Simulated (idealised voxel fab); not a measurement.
The document below concerns the process module designated voxel capacitor over wiring.
We display cut, a cross-section 245 nm in width whose square cells are each 5 nm.
Cross-section layout: square cells on a grid; listed as bands, top to bottom; a band spans one or more cell rows.
Look at the band entry: it leads with the top's height and the bottom's height in nm. Then it lists the materials left to right, with a width in nm for each. The word "edge to edge" on a single material says that material fills the band edge to edge. The word "air" is empty space.
Height is counted from the level 0, under which the received wafer is composed throughout of one material. The lowest of the bands is not closed at the bottom but continues downward, in the notation "0 down".
You'd read "30..40" like this: the band's top row of cells is as wide as the first number, its bottom row is as wide as the second, and going down, every row changes width by the same amount as the row before did.
Where a step carries "changes: none", the cross-section came out of it unchanged, cell for cell.
What "Voids, enclosed" gives you is every empty space of 8 cells or more that is cut off from the top. Each appears as width x height at distance, with the distance taken from the left edge and width, height and distance all in nm.
Formally, on a step line, whatever follows the settings is a remark that the simulator itself makes on the step.
overlay nm: mask right of planned place by this much (step with mask). Neg. = left.
[Listed below are the process steps as planned]
1: RECEIVE with material Si
2: CONFORMAL_DEP with material SiO2, thk nm 15
3: DIRECTIONAL_DEP with material TiN, thk nm 5
4: DIRECTIONAL_DEP with material Ru, thk nm 20
5: PATTERN with tone cover, mask id METAL_1, material resist, width nm 25, pitch nm 75, thk nm 20, overlay nm 0
6: DIRECTIONAL_ETCH with etch materials Ru, depth nm 20
7: DIRECTIONAL_ETCH with etch materials TiN, depth nm 5
8: STRIP with etch materials resist
9: CONFORMAL_DEP with material SiCN, thk nm 5
10: FILL_DEP with material SiO2, thk nm 10
11: CMP with height nm 40
12: CONFORMAL_DEP with material SiCN, thk nm 5
13: DIRECTIONAL_DEP with material lowk, thk nm 20
14: MASKED_ETCH with tone open, mask id PLUG_1, width nm 15, etch materials lowk, depth nm 20, overlay nm 0
15: MASKED_ETCH with tone open, mask id PLUG_1, width nm 15, etch materials SiCN, depth nm 5, overlay nm 0
16: EPI with material Ru, thk nm 10
17: EPI with material Ru, thk nm 10
18: EPI with material Ru, thk nm 5
19: DIRECTIONAL_DEP with material TiN, thk nm 10
20: DIRECTIONAL_DEP with material SiN, thk nm 5
21: DIRECTIONAL_DEP with material TiN, thk nm 5
22: MASKED_ETCH with tone cover, mask id UPPER_PLATE, width nm 55, etch materials TiN, depth nm 5, overlay nm 0
23: MASKED_ETCH with tone cover, mask id UPPER_PLATE, width nm 55, etch materials SiN, depth nm 5, overlay nm 0
24: MASKED_ETCH with tone cover, mask id LOWER_PLATE, width nm 65, etch materials TiN, depth nm 10, overlay nm 0
25: FILL_DEP with material SiO2, thk nm 15
26: CMP with height nm 95
27: DIRECTIONAL_DEP with material aC, thk nm 10
28: PATTERN with tone open, mask id PLUG_2, material resist, width nm 15, thk nm 25, overlay nm 0
29: DIRECTIONAL_ETCH with etch materials aC, depth nm 10
30: STRIP with etch materials resist
31: DIRECTIONAL_ETCH with etch materials SiO2, depth nm 10
32: STRIP with etch materials aC
33: CONFORMAL_DEP with material TiN, thk nm 5
34: FILL_DEP with material Cu, thk nm 10
35: CMP with height nm 95
36: CONFORMAL_DEP with material SiN, thk nm 5
[As received (post step 1): cross-section]
  0 down  Si edge to edge
  Voids, enclosed: none
[Cross-section taken at module completion on the first of two wafers; processed per the plan]
  100 to 95  SiN edge to edge
  95 to 90  90 nm SiO2; 5 nm TiN; 5 nm Cu; 5 nm TiN; 140 nm SiO2
  90 to 80  90..80 nm SiO2; 15..55 nm TiN; 140..110 nm SiO2
  80 to 75  80 nm SiO2; 55 nm SiN; 110 nm SiO2
  75 to 65  75 nm SiO2; 65 nm TiN; 105 nm SiO2
  65 to 45  80 nm lowk; 15 nm Ru; 150 nm lowk
  45 to 40  80 nm SiCN; 15 nm Ru; 150 nm SiCN
  40 to 20  65 nm SiO2; 5 nm SiCN; 25 nm Ru; 5 nm SiCN; 40 nm SiO2; 5 nm SiCN; 25 nm Ru; 5 nm SiCN; 70 nm SiO2
  20 to 15  70 nm SiCN; 25 nm TiN; 50 nm SiCN; 25 nm TiN; 75 nm SiCN
  15 to 0  SiO2 edge to edge
  0 down  Si edge to edge
  Voids, enclosed: none
[Cross-section, wafer two of two, end of module: same start and plan as wafer one, one error in execution]
  100 to 95  SiN edge to edge
  95 to 90  90 nm SiO2; 5 nm TiN; 5 nm Cu; 5 nm TiN; 140 nm SiO2
  90 to 80  90..80 nm SiO2; 15..55 nm TiN; 140..110 nm SiO2
  80 to 75  80 nm SiO2; 55 nm SiN; 110 nm SiO2
  75 to 65  75 nm SiO2; 65 nm TiN; 105 nm SiO2
  65 to 45  80 nm lowk; 15 nm Ru; 150 nm lowk
  45 to 40  80 nm SiCN; 10 nm Ru; 155 nm SiCN
  40 to 20  65 nm SiO2; 5 nm SiCN; 25 nm Ru; 5 nm SiCN; 40 nm SiO2; 5 nm SiCN; 25 nm Ru; 5 nm SiCN; 70 nm SiO2
  20 to 15  70 nm SiCN; 25 nm TiN; 50 nm SiCN; 25 nm TiN; 75 nm SiCN
  15 to 0  SiO2 edge to edge
  0 down  Si edge to edge
  Voids, enclosed: none
Deviation noted in wafer processing: note that step 15 departed from the planned setting and was carried out as MASKED_ETCH with tone open, mask id PLUG_1, width nm 15, etch materials SiCN, depth nm 5, overlay nm -5
The second wafer ends with more or fewer cells of some materials than the first, per final count: Ru -1; SiCN +1
